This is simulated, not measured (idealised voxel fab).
The following process module bears the name voxel spacer lines.
In the cross-section labelled cut, the width is 265 nm and each square cell is 5 nm.
Square cells in a grid make up a cross-section in this document, and the grid is given as bands, listed from the top down, each one or more rows of cells. What a band's entry tells you: where the top is and where the bottom is, as heights in nm, and after that what lies inside, material by material from left to right, each with its width in nm. Empty space is written as the word "air", and a single material marked with the word "all across" occupies the band from edge to edge. Counting heights begins at 0, where everything beneath is, in the wafer as received, one material. The lowest band has no bottom; it goes on downwards, as "0 and below" shows. The width entry "30->40" should be interpreted row by row: the top row of cells in the band takes the first number, the bottom row takes the second number, and the change between adjacent rows is uniform throughout. "no alteration" for a step: no cell of the cross-section changed in that step. You'll see "Closed void roster" listing empty spaces that have no way open to the top, as long as they're 8 cells or more; the notation is width x height at distance, where the distance is from the left edge, and all of it is in nm. Past the settings on a step's line: simulator remark, on that step. A step line may carry the setting "overlay nm", which, for steps involving a mask, states the distance by which the mask lay to the right of its intended position; negative values denote displacement to the left.

The steps planned for the process are as follows:
1. RECEIVE [material Si]
2. CONFORMAL_DEP [material SiO2] [thk nm 10]
3. DIRECTIONAL_DEP [material polySi] [thk nm 20]
4. DIRECTIONAL_DEP [material aC] [thk nm 20]
5. PATTERN [tone cover] [mask id MANDREL] [material resist] [width nm 20] [pitch nm 60] [thk nm 30] [overlay nm 0]
6. DIRECTIONAL_ETCH [etch materials aC] [depth nm 20]
7. STRIP [etch materials resist]
8. CONFORMAL_DEP [material SiN] [thk nm 10]
9. DIRECTIONAL_ETCH [etch materials SiN] [depth nm 5]
10. STRIP [etch materials aC]
11. DIRECTIONAL_ETCH [etch materials polySi] [depth nm 20]
12. STRIP [etch materials SiN]
13. FILL_DEP [material SiO2] [thk nm 5]
14. CMP [height nm 30]
Wafers differ in depth nm at step 9; plan lists the first wafer's value; identical starting state.

As-received cross-section, first of several wafers, post step 1:
	0 and below = Si all across
	Closed void roster: none

So in this table every wafer gets its own row, and what you see is where it stands at the end of the module: for each material, how many cells it picked up (+) or gave up (-) since we received it, and after that its closed voids:
depth nm 5, +106 SiO2, +212 polySi, Closed void roster: none
depth nm 10, +270 SiO2, +48 polySi, Closed void roster: none
depth nm 15, +270 SiO2, +48 polySi, Closed void roster: none
depth nm 20, +270 SiO2, +48 polySi, Closed void roster: none
depth nm 25, +270 SiO2, +48 polySi, Closed void roster: none
